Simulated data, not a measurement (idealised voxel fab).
Process module heading - voxel gate over fins
The cross-section shown here is cut; it is 250 nm wide and divided into square cells measuring 5 nm on a side.
In this document a cross-section is written as a grid of square cells. It is given as a series of bands, listed from the top down, and a band is one or more rows of cells. Look at the band entry: it leads with the top's height and the bottom's height in nm. Then it lists the materials left to right, with a width in nm for each. The word "edge to edge" on a single material says that material fills the band edge to edge. The word "air" is empty space. All heights in this document are referenced to 0, defined as the level beneath which the wafer, as received, consists entirely of one material. The lowest band is not bounded below; it extends indefinitely downward and is written in the form "from 0 down". Width: "30 to 40" (first number = top row, second number = bottom row, same change from row to row of cells). Reading "no alteration" for a step: not a cell of the cross-section changed in it. Enclosed voids (no open way to top), threshold 8 cells or more, entry "Unvented cavities", notation width x height at distance, distance from left edge, nm. The remark found on a step's line after its settings is issued by the simulator itself and pertains to that step. "overlay nm" answers the question of how far to the right of plan the mask lay on a step that has a mask, and when it is negative the answer is to the left.

## This section lists the process steps that were planned
1. RECEIVE [material Si]
2. CONFORMAL_DEP [material SiN] [thk nm 5]
3. PATTERN [tone cover] [mask id FINS] [material resist] [width nm 15] [pitch nm 50] [thk nm 20] [overlay nm 0]
4. DIRECTIONAL_ETCH [etch materials SiN] [depth nm 5]
5. DIRECTIONAL_ETCH [etch materials Si] [depth nm 35]
6. STRIP [etch materials resist]
7. OXIDIZE [depth nm 5]
8. FILL_DEP [material SiO2] [thk nm 15]
9. CMP [height nm 5]
10. PATTERN [tone open] [mask id RAIL] [material resist] [width nm 15] [thk nm 20] [overlay nm 0]
11. DIRECTIONAL_ETCH [etch materials SiO2] [depth nm 35]
12. STRIP [etch materials resist]
13. CONFORMAL_DEP [material TiN] [thk nm 5]
14. FILL_DEP [material W] [thk nm 5]
15. CMP [height nm 5]
16. SELECTIVE_ETCH [etch materials W Ru TiN] [depth nm 25]
17. FILL_DEP [material SiO2] [thk nm 5]
18. CMP [height nm 5]
19. SELECTIVE_ETCH [etch materials SiO2] [depth nm 20]
20. STRIP [etch materials SiN]
21. CONFORMAL_DEP [material HfO2] [thk nm 5]
22. CONFORMAL_DEP [material TiN] [thk nm 5]
23. FILL_DEP [material W] [thk nm 10]
24. CMP [height nm 15]
25. CONFORMAL_DEP [material SiN] [thk nm 5]

## Step 1 complete: cross-section of the wafer as received
	from 0 down = Si edge to edge
	Unvented cavities: none

## End state of the module in cross-section, given the above starting point and plan and one mistake in execution
	from 20 to 15 = SiN edge to edge
	from 15 to 10 = W edge to edge
	from 10 to 5 = W: 60; TiN: 25; W: 25; TiN: 25; W: 25; TiN: 25; W: 65
	from 5 to 0 = W: 60; TiN: 5; HfO2: 15; TiN: 5; W: 25; TiN: 5; HfO2: 15; TiN: 5; W: 25; TiN: 5; HfO2: 15; TiN: 5; W: 65
	from 0 to -5 = W: 60; TiN: 5; HfO2: 5; Si: 5; HfO2: 5; TiN: 5; W: 25; TiN: 5; HfO2: 5; Si: 5; HfO2: 5; TiN: 5; W: 25; TiN: 5; HfO2: 5; Si: 5; HfO2: 5; TiN: 5; W: 65
	from -5 to -10 = TiN: 65; HfO2: 5; Si: 5; HfO2: 5; TiN: 35; HfO2: 5; Si: 5; HfO2: 5; TiN: 35; HfO2: 5; Si: 5; HfO2: 5; TiN: 70
	from -10 to -15 = HfO2: 70; Si: 5; HfO2: 45; Si: 5; HfO2: 45; Si: 5; HfO2: 75
	from -15 to -20 = SiO2: 70; Si: 5; SiO2: 45; Si: 5; SiO2: 45; Si: 5; SiO2: 75
	from -20 to -25 = SiO2: 70; Si: 5; SiO2: 15; TiN: 5; W: 5; TiN: 5; SiO2: 15; Si: 5; SiO2: 45; Si: 5; SiO2: 75
	from -25 to -30 = SiO2: 70; Si: 5; SiO2: 15; TiN: 15; SiO2: 15; Si: 5; SiO2: 45; Si: 5; SiO2: 75
	from -30 to -75 = SiO2: 70; Si: 5; SiO2: 45; Si: 5; SiO2: 45; Si: 5; SiO2: 75
	from -75 down = Si edge to edge
	Unvented cavities: none
The plan and the run diverged here: step 5, plan: ran twice
